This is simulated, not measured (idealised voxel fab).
process module | voxel local oxidation
cross-section cut | 295 nm wide | cells 5 nm
A cross-section is a grid of square cells, given in bands from the top down. A band is one or more rows of cells.
Each band's line starts with the height of the band's top and of its bottom, in nm. Then come its materials from left to right, each with its width in nm. One material with "throughout" fills the band from edge to edge. "air" is empty space.
Height 0 is the level under which the wafer as received is all one material. The lowest band goes on downwards, as in "0 down".
A width such as "30 to 40" changes by the same amount from each row of cells to the next, from the band's top row to its bottom row.
"no change" after a step means that no cell of the cross-section changed.
closed voids: empty space of 8 cells or more with no open way to the top, each as width x height at its distance from the left edge, in nm
after a step's settings: what the simulator itself notes on the step
overlay nm, on a step with a mask: how far to the right of its planned place the mask lay; to the left if negative
plan
1 op RECEIVE | material Si
2 op CONFORMAL_DEP | material SiO2 | thk nm 5
3 op CONFORMAL_DEP | material SiN | thk nm 15
4 op MASKED_ETCH | tone cover | mask id ACTIVE | width nm 100 | etch materials SiN | depth nm 15 | overlay nm 0
5 op SELECTIVE_ETCH | etch materials SiO2 | depth nm 5
6 op OXIDIZE | depth nm 10
7 op STRIP | etch materials SiN
first wafer, as planned
as received, after step 1
  0 down: Si throughout
  closed voids: none
after step 2
  5 to 0: SiO2 throughout
  below 0: unchanged
after step 3
  20 to 5: SiN throughout
  below 5: unchanged
after step 4
  20 to 5: air 95 | SiN 100 | air 100
  below 5: unchanged
after step 5
  20 to 5: air 95 | SiN 100 | air 100
  5 to 0: air 100 | SiO2 90 | air 105
  below 0: unchanged
after step 6
  20 to 5: air 95 | SiN 100 | air 100
  5 to 0: air 100 | SiO2 90 | air 105
  0 to -10: SiO2 110 | Si 70 | SiO2 115
  below -10: unchanged
after step 7
  5 to 0: air 100 | SiO2 90 | air 105
  below 0: unchanged
second wafer: like start, like plan, one mistake. Through step 3 it matches the first wafer
when step 4 should have ended
  20 to 5: SiN 95 | air 100 | SiN 100
  below 5: unchanged
when step 5 should have ended
  20 to 5: SiN 95 | air 100 | SiN 100
  5 to 0: SiO2 90 | air 110 | SiO2 95
  below 0: unchanged
when step 6 should have ended
  20 to 5: SiN 95 | air 100 | SiN 100
  5 to 0: SiO2 90 | air 110 | SiO2 95
  0 to -10: Si 80 | SiO2 130 | Si 85
  below -10: unchanged
when step 7 should have ended
  5 to 0: SiO2 90 | air 110 | SiO2 95
  below 0: unchanged
what went wrong: step 4 ran as: op MASKED_ETCH | tone open | mask id ACTIVE | width nm 100 | etch materials SiN | depth nm 15 | overlay nm 0
at the end the second wafer has, in cells: 38 more of Si | 19 fewer of SiO2
